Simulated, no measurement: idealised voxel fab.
The document below concerns the process module designated voxel spacer lines.
The figure presents cross-section cut, which has a width of 280 nm and is divided into square cells with an edge length of 5 nm.
How to read a cross-section here: the picture is a grid of square cells, written as bands going from the top down, and any band can span one or more rows of cells. In this notation a band is specified by the heights of its top and bottom, in that order and in nm, after which its materials appear from left to right, each paired with its width in nm. The word "everywhere" attached to a single material means that material fills the band from edge to edge; the word "air" stands for empty space. Counting heights begins at 0, where everything beneath is, in the wafer as received, one material. The lowest band has no bottom; it goes on downwards, as "z 0 and below" shows. The two numbers in a width such as "30->40" mark its ends across the band: the first belongs to the top row of cells, the second to the bottom row, and from each row to the next the width moves by the same amount. The designation "nothing changed", where it is given for a processing step, indicates that no cell of the cross-section was altered in the course of that step. The entry titled "Enclosed void list" provides the empty spaces that have no open way to the top, restricted to those of 8 cells or more. Each is presented as width x height at distance, the distance being measured from the left edge, with all three in nm. Whatever follows a step's settings on its line is a remark the simulator itself makes about that step. "overlay nm", when on a step's line for a step with a mask, measures how far to the right of its planned place the mask lay; a negative measure means to the left.

PLANNED STEP LIST FOR THE PROCESS
| 1 | RECEIVE, material Si |
| 2 | CONFORMAL_DEP, material Al2O3, thk nm 10 |
| 3 | DIRECTIONAL_DEP, material polySi, thk nm 15 |
| 4 | DIRECTIONAL_DEP, material aC, thk nm 20 |
| 5 | PATTERN, tone cover, mask id MANDREL, material resist, width nm 20, pitch nm 60, thk nm 30, overlay nm 0 |
| 6 | DIRECTIONAL_ETCH, etch materials aC, depth nm 20 |
| 7 | STRIP, etch materials resist |
| 8 | CONFORMAL_DEP, material SiO2, thk nm 10 |
| 9 | DIRECTIONAL_ETCH, etch materials SiO2, depth nm 10 |
| 10 | STRIP, etch materials aC |
| 11 | DIRECTIONAL_ETCH, etch materials polySi, depth nm 15 |
| 12 | STRIP, etch materials SiO2 |

AS-RECEIVED WAFER CROSS-SECTION (AFTER STEP 1)
	z 0 and below  Si everywhere
	Enclosed void list: none

FIRST OF TWO WAFERS AT THE END OF THE MODULE, SHOWN IN CROSS-SECTION; RUN CARRIED OUT AS PLANNED
	z 25 to 10  air 90 / polySi 10 / air 20 / polySi 10 / air 20 / polySi 10 / air 20 / polySi 10 / air 90
	z 10 to 0  Al2O3 everywhere
	z 0 and below  Si everywhere
	Enclosed void list: none

THIS IS THE SECOND OF THE TWO WAFERS, CROSS-SECTIONED AT THE END OF THE MODULE; IT STARTED EXACTLY LIKE THE FIRST AND WAS GIVEN THE SAME PLAN, BUT IT WAS RUN WITH ONE MISTAKE
	z 25 to 10  air 100 / polySi 20 / air 40 / polySi 20 / air 100
	z 10 to 0  Al2O3 everywhere
	z 0 and below  Si everywhere
	Enclosed void list: none
In executing the process, a mistake was made relative to the plan: it should be noted that step 5 was executed with settings other than those planned, the operation and settings actually applied being PATTERN, tone open, mask id MANDREL, material resist, width nm 20, pitch nm 60, thk nm 30, overlay nm 0
Comparing end states, the material composition by cell count is preserved from the first wafer to the second, while the locations of the cells are not.
